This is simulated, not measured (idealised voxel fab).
The following process module bears the name voxel air gaps.
Section shown: cut. Width: 295 nm. Cell size: 5 nm, square.
A cross-section in this document is a grid of square cells, and it is written down as bands, the top band listed before the ones below it; a band is made up of one or more rows of cells.
The entry gives the band's vertical extent as a top height and a bottom height in nm, then its horizontal make-up as materials from left to right, each with a width in nm. "air" stands for empty space; a single material marked "throughout" fills the band edge to edge.
Heights are reckoned from 0. Under this level, the received wafer is all of one material. The bottommost band is open-ended downward, for example "0 and below".
The notation "30 to 40" denotes a width that varies across the rows of cells in the band, beginning at the first number in the top row, finishing at the second number in the bottom row, and changing by an identical amount from each row to the next.
Step note "no alterations made" = no cross-section cell changed.
Closed-off voids of 8+ cells (no open route to the top) go in "Listed closed voids", written width x height at distance from the left edge, in nm.
The remark found on a step's line after its settings is issued by the simulator itself and pertains to that step.
overlay nm: for a step with a mask, the amount by which the mask lay right of where it was planned; a negative amount means left of it.
[Listed below are the process steps as planned]
- 1: RECEIVE,material Si
- 2: CONFORMAL_DEP,material SiO2,thk nm 10
- 3: CONFORMAL_DEP,material SiCN,thk nm 5
- 4: DIRECTIONAL_DEP,material SiO2,thk nm 40
- 5: DIRECTIONAL_DEP,material aC,thk nm 15
- 6: PATTERN,tone open,mask id LINES,material resist,width nm 25,pitch nm 50,thk nm 30,overlay nm 0
- 7: DIRECTIONAL_ETCH,etch materials aC,depth nm 15
- 8: STRIP,etch materials resist
- 9: DIRECTIONAL_ETCH,etch materials SiO2,depth nm 40
- 10: STRIP,etch materials aC
- 11: CONFORMAL_DEP,material TiN,thk nm 5
- 12: FILL_DEP,material Cu,thk nm 10
- 13: CMP,height nm 55
- 14: EPI,material Ru,thk nm 10
- 15: SELECTIVE_ETCH,etch materials SiO2,depth nm 50
- 16: CONFORMAL_DEP,material SiCN,thk nm 5
[First wafer out of two, processed as planned]
[Wafer cross-section on receipt, i.e. after step 1]
	0 and below  Si throughout
	Listed closed voids: none
[Step 2 complete: cross-section through the wafer]
	10 down to 0  SiO2 throughout
	Note: structure below 0 unchanged.
[Step 3 complete: cross-section through the wafer]
	15 down to 10  SiCN throughout
	Note: structure below 10 unchanged.
[Step 4 complete: cross-section through the wafer]
	55 down to 15  SiO2 throughout
	Note: structure below 15 unchanged.
[Step 5 complete: cross-section through the wafer]
	70 down to 55  aC throughout
	Note: structure below 55 unchanged.
[Step 6 complete: cross-section through the wafer]
	100 down to 70  60 of resist | 25 of air | 25 of resist | 25 of air | 25 of resist | 25 of air | 25 of resist | 25 of air | 60 of resist
	Note: structure below 70 unchanged.
[Step 7 complete: cross-section through the wafer]
	85 down to 70  60 of resist | 25 of air | 25 of resist | 25 of air | 25 of resist | 25 of air | 25 of resist | 25 of air | 60 of resist
	70 down to 55  60 of aC | 25 of air | 25 of aC | 25 of air | 25 of aC | 25 of air | 25 of aC | 25 of air | 60 of aC
	Note: structure below 55 unchanged.
[Step 8 complete: cross-section through the wafer]
	70 down to 55  60 of aC | 25 of air | 25 of aC | 25 of air | 25 of aC | 25 of air | 25 of aC | 25 of air | 60 of aC
	Note: structure below 55 unchanged.
[Step 9 complete: cross-section through the wafer]
	70 down to 55  60 of aC | 25 of air | 25 of aC | 25 of air | 25 of aC | 25 of air | 25 of aC | 25 of air | 60 of aC
	55 down to 15  60 of SiO2 | 25 of air | 25 of SiO2 | 25 of air | 25 of SiO2 | 25 of air | 25 of SiO2 | 25 of air | 60 of SiO2
	Note: structure below 15 unchanged.
[Step 10 complete: cross-section through the wafer]
	55 down to 15  60 of SiO2 | 25 of air | 25 of SiO2 | 25 of air | 25 of SiO2 | 25 of air | 25 of SiO2 | 25 of air | 60 of SiO2
	Note: structure below 15 unchanged.
[Step 11 complete: cross-section through the wafer]
	60 down to 55  65 of TiN | 15 of air | 35 of TiN | 15 of air | 35 of TiN | 15 of air | 35 of TiN | 15 of air | 65 of TiN
	55 down to 20  60 of SiO2 | 5 of TiN | 15 of air | 5 of TiN | 25 of SiO2 | 5 of TiN | 15 of air | 5 of TiN | 25 of SiO2 | 5 of TiN | 15 of air | 5 of TiN | 25 of SiO2 | 5 of TiN | 15 of air | 5 of TiN | 60 of SiO2
	20 down to 15  60 of SiO2 | 25 of TiN | 25 of SiO2 | 25 of TiN | 25 of SiO2 | 25 of TiN | 25 of SiO2 | 25 of TiN | 60 of SiO2
	Note: structure below 15 unchanged.
[Step 12 complete: cross-section through the wafer]
	70 down to 60  Cu throughout
	60 down to 55  65 of TiN | 15 of Cu | 35 of TiN | 15 of Cu | 35 of TiN | 15 of Cu | 35 of TiN | 15 of Cu | 65 of TiN
	55 down to 20  60 of SiO2 | 5 of TiN | 15 of Cu | 5 of TiN | 25 of SiO2 | 5 of TiN | 15 of Cu | 5 of TiN | 25 of SiO2 | 5 of TiN | 15 of Cu | 5 of TiN | 25 of SiO2 | 5 of TiN | 15 of Cu | 5 of TiN | 60 of SiO2
	Note: structure below 20 unchanged.
[Step 13 complete: cross-section through the wafer]
	55 down to 20  60 of SiO2 | 5 of TiN | 15 of Cu | 5 of TiN | 25 of SiO2 | 5 of TiN | 15 of Cu | 5 of TiN | 25 of SiO2 | 5 of TiN | 15 of Cu | 5 of TiN | 25 of SiO2 | 5 of TiN | 15 of Cu | 5 of TiN | 60 of SiO2
	Note: structure below 20 unchanged.
[Step 14 complete: cross-section through the wafer]
	65 down to 55  50 of air | 45 of Ru | 5 of air | 45 of Ru | 5 of air | 45 of Ru | 5 of air | 45 of Ru | 50 of air
	Note: structure below 55 unchanged.
[Step 15 complete: cross-section through the wafer]
	65 down to 55  50 of air | 45 of Ru | 5 of air | 45 of Ru | 5 of air | 45 of Ru | 5 of air | 45 of Ru | 50 of air
	55 down to 20  60 of air | 5 of TiN | 15 of Cu | 5 of TiN | 25 of air | 5 of TiN | 15 of Cu | 5 of TiN | 25 of air | 5 of TiN | 15 of Cu | 5 of TiN | 25 of air | 5 of TiN | 15 of Cu | 5 of TiN | 60 of air
	20 down to 15  60 of air | 25 of TiN | 25 of air | 25 of TiN | 25 of air | 25 of TiN | 25 of air | 25 of TiN | 60 of air
	Note: structure below 15 unchanged.
[Step 16 complete: cross-section through the wafer]
	70 down to 65  45 of air | 205 of SiCN | 45 of air
	65 down to 55  45 of air | 5 of SiCN | 45 of Ru | 5 of SiCN | 45 of Ru | 5 of SiCN | 45 of Ru | 5 of SiCN | 45 of Ru | 5 of SiCN | 45 of air
	55 down to 50  45 of air | 15 of SiCN | 5 of TiN | 15 of Cu | 5 of TiN | 25 of SiCN | 5 of TiN | 15 of Cu | 5 of TiN | 25 of SiCN | 5 of TiN | 15 of Cu | 5 of TiN | 25 of SiCN | 5 of TiN | 15 of Cu | 5 of TiN | 15 of SiCN | 45 of air
	50 down to 20  55 of air | 5 of SiCN | 5 of TiN | 15 of Cu | 5 of TiN | 5 of SiCN | 15 of air | 5 of SiCN | 5 of TiN | 15 of Cu | 5 of TiN | 5 of SiCN | 15 of air | 5 of SiCN | 5 of TiN | 15 of Cu | 5 of TiN | 5 of SiCN | 15 of air | 5 of SiCN | 5 of TiN | 15 of Cu | 5 of TiN | 5 of SiCN | 55 of air
	20 down to 15  60 of SiCN | 25 of TiN | 25 of SiCN | 25 of TiN | 25 of SiCN | 25 of TiN | 25 of SiCN | 25 of TiN | 60 of SiCN
	Note: structure below 15 unchanged.
	Listed closed voids: 15 x 30 at 90; 15 x 30 at 140; 15 x 30 at 190
[Second wafer, same starting conditions and recipe as the first, one mistake in executing it, nothing differs from the first up to and including step 5]
[Second wafer, cut view, end of step 6 per plan]
	100 down to 70  60 of resist | 30 of air | 20 of resist | 30 of air | 20 of resist | 30 of air | 20 of resist | 30 of air | 55 of resist
	Note: structure below 70 unchanged.
[Second wafer, cut view, end of step 7 per plan]
	85 down to 70  60 of resist | 30 of air | 20 of resist | 30 of air | 20 of resist | 30 of air | 20 of resist | 30 of air | 55 of resist
	70 down to 55  60 of aC | 30 of air | 20 of aC | 30 of air | 20 of aC | 30 of air | 20 of aC | 30 of air | 55 of aC
	Note: structure below 55 unchanged.
[Second wafer, cut view, end of step 8 per plan]
	70 down to 55  60 of aC | 30 of air | 20 of aC | 30 of air | 20 of aC | 30 of air | 20 of aC | 30 of air | 55 of aC
	Note: structure below 55 unchanged.
[Second wafer, cut view, end of step 9 per plan]
	70 down to 55  60 of aC | 30 of air | 20 of aC | 30 of air | 20 of aC | 30 of air | 20 of aC | 30 of air | 55 of aC
	55 down to 15  60 of SiO2 | 30 of air | 20 of SiO2 | 30 of air | 20 of SiO2 | 30 of air | 20 of SiO2 | 30 of air | 55 of SiO2
	Note: structure below 15 unchanged.
[Second wafer, cut view, end of step 10 per plan]
	55 down to 15  60 of SiO2 | 30 of air | 20 of SiO2 | 30 of air | 20 of SiO2 | 30 of air | 20 of SiO2 | 30 of air | 55 of SiO2
	Note: structure below 15 unchanged.
[Second wafer, cut view, end of step 11 per plan]
	60 down to 55  65 of TiN | 20 of air | 30 of TiN | 20 of air | 30 of TiN | 20 of air | 30 of TiN | 20 of air | 60 of TiN
	55 down to 20  60 of SiO2 | 5 of TiN | 20 of air | 5 of TiN | 20 of SiO2 | 5 of TiN | 20 of air | 5 of TiN | 20 of SiO2 | 5 of TiN | 20 of air | 5 of TiN | 20 of SiO2 | 5 of TiN | 20 of air | 5 of TiN | 55 of SiO2
	20 down to 15  60 of SiO2 | 30 of TiN | 20 of SiO2 | 30 of TiN | 20 of SiO2 | 30 of TiN | 20 of SiO2 | 30 of TiN | 55 of SiO2
	Note: structure below 15 unchanged.
[Second wafer, cut view, end of step 12 per plan]
	70 down to 60  Cu throughout
	60 down to 55  65 of TiN | 20 of Cu | 30 of TiN | 20 of Cu | 30 of TiN | 20 of Cu | 30 of TiN | 20 of Cu | 60 of TiN
	55 down to 20  60 of SiO2 | 5 of TiN | 20 of Cu | 5 of TiN | 20 of SiO2 | 5 of TiN | 20 of Cu | 5 of TiN | 20 of SiO2 | 5 of TiN | 20 of Cu | 5 of TiN | 20 of SiO2 | 5 of TiN | 20 of Cu | 5 of TiN | 55 of SiO2
	Note: structure below 20 unchanged.
[Second wafer, cut view, end of step 13 per plan]
	55 down to 20  60 of SiO2 | 5 of TiN | 20 of Cu | 5 of TiN | 20 of SiO2 | 5 of TiN | 20 of Cu | 5 of TiN | 20 of SiO2 | 5 of TiN | 20 of Cu | 5 of TiN | 20 of SiO2 | 5 of TiN | 20 of Cu | 5 of TiN | 55 of SiO2
	Note: structure below 20 unchanged.
[Second wafer, cut view, end of step 14 per plan]
	65 down to 55  50 of air | 200 of Ru | 45 of air
	Note: structure below 55 unchanged.
[Second wafer, cut view, end of step 15 per plan]
	65 down to 55  50 of air | 200 of Ru | 45 of air
	55 down to 20  60 of air | 5 of TiN | 20 of Cu | 5 of TiN | 20 of SiO2 | 5 of TiN | 20 of Cu | 5 of TiN | 20 of SiO2 | 5 of TiN | 20 of Cu | 5 of TiN | 20 of SiO2 | 5 of TiN | 20 of Cu | 5 of TiN | 55 of air
	20 down to 15  60 of air | 30 of TiN | 20 of SiO2 | 30 of TiN | 20 of SiO2 | 30 of TiN | 20 of SiO2 | 30 of TiN | 55 of air
	Note: structure below 15 unchanged.
[Second wafer, cut view, end of step 16 per plan]
	70 down to 65  45 of air | 210 of SiCN | 40 of air
	65 down to 55  45 of air | 5 of SiCN | 200 of Ru | 5 of SiCN | 40 of air
	55 down to 50  45 of air | 15 of SiCN | 5 of TiN | 20 of Cu | 5 of TiN | 20 of SiO2 | 5 of TiN | 20 of Cu | 5 of TiN | 20 of SiO2 | 5 of TiN | 20 of Cu | 5 of TiN | 20 of SiO2 | 5 of TiN | 20 of Cu | 5 of TiN | 15 of SiCN | 40 of air
	50 down to 20  55 of air | 5 of SiCN | 5 of TiN | 20 of Cu | 5 of TiN | 20 of SiO2 | 5 of TiN | 20 of Cu | 5 of TiN | 20 of SiO2 | 5 of TiN | 20 of Cu | 5 of TiN | 20 of SiO2 | 5 of TiN | 20 of Cu | 5 of TiN | 5 of SiCN | 50 of air
	20 down to 15  60 of SiCN | 30 of TiN | 20 of SiO2 | 30 of TiN | 20 of SiO2 | 30 of TiN | 20 of SiO2 | 30 of TiN | 55 of SiCN
	Note: structure below 15 unchanged.
Nonconformance to the process plan: step 6 deviated from plan and actually ran as PATTERN,tone open,mask id LINES,material resist,width nm 30,pitch nm 50,thk nm 30,overlay nm 0
FYI, end of process, the second wafer has more or fewer cells of some materials than the first: Cu: 28 more; Ru: 8 more; SiCN: 72 fewer; SiO2: 96 more; TiN: 4 more
So at the end we're looking at 3 closed voids on the first wafer and 0 on the second.
